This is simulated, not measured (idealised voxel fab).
process module | voxel spacer lines
cross-section cut | 295 nm wide | cells 5 nm
A cross-section is a grid of square cells, given in bands from the top down. A band is one or more rows of cells.
Each band's line starts with the height of the band's top and of its bottom, in nm. Then come its materials from left to right, each with its width in nm. One material with "throughout" fills the band from edge to edge. "air" is empty space.
Height 0 is the level under which the wafer as received is all one material. The lowest band goes on downwards, as in "0 down".
A width such as "30 to 40" changes by the same amount from each row of cells to the next, from the band's top row to its bottom row.
"no change" after a step means that no cell of the cross-section changed.
closed voids: empty space of 8 cells or more with no open way to the top, each as width x height at its distance from the left edge, in nm
after a step's settings: what the simulator itself notes on the step
overlay nm, on a step with a mask: how far to the right of its planned place the mask lay; to the left if negative
plan
1 op RECEIVE | material Si
2 op CONFORMAL_DEP | material Al2O3 | thk nm 5
3 op DIRECTIONAL_DEP | material W | thk nm 15
4 op DIRECTIONAL_DEP | material aC | thk nm 20
5 op PATTERN | tone cover | mask id MANDREL | material resist | width nm 20 | pitch nm 60 | thk nm 25 | overlay nm -15
6 op DIRECTIONAL_ETCH | etch materials aC | depth nm 20
7 op STRIP | etch materials resist
8 op CONFORMAL_DEP | material SiN | thk nm 10
9 op DIRECTIONAL_ETCH | etch materials SiN | depth nm 10
10 op STRIP | etch materials aC
11 op DIRECTIONAL_ETCH | etch materials W | depth nm 15
12 op STRIP | etch materials SiN
13 op FILL_DEP | material lowk | thk nm 5
14 op CMP | height nm 20
varied across the wafers: overlay nm of step 5. The plan shows the first wafer's value. All wafers start alike
first wafer as received, after step 1
  0 down: Si throughout
  closed voids: none
first wafer at the end, after step 14
  20 to 5: lowk 50 | W 10 | lowk 20 | W 10 | lowk 20 | W 10 | lowk 20 | W 10 | lowk 20 | W 10 | lowk 20 | W 10 | lowk 85
  5 to 0: Al2O3 throughout
  0 down: Si throughout
  closed voids: none
last wafer at the end
  20 to 5: lowk 80 | W 10 | lowk 20 | W 10 | lowk 20 | W 10 | lowk 20 | W 10 | lowk 20 | W 10 | lowk 20 | W 10 | lowk 55
  5 to 0: Al2O3 throughout
  0 down: Si throughout
  closed voids: none
each wafer at the end: cells of each material gained (+) or lost (-) since it was received, then its closed voids
overlay nm -15 | +59 Al2O3 | +36 W | +141 lowk | closed voids: none
overlay nm -10 | +59 Al2O3 | +36 W | +141 lowk | closed voids: none
overlay nm -5 | +59 Al2O3 | +36 W | +141 lowk | closed voids: none
overlay nm 0 | +59 Al2O3 | +36 W | +141 lowk | closed voids: none
overlay nm 5 | +59 Al2O3 | +36 W | +141 lowk | closed voids: none
overlay nm 10 | +59 Al2O3 | +36 W | +141 lowk | closed voids: none
overlay nm 15 | +59 Al2O3 | +36 W | +141 lowk | closed voids: none
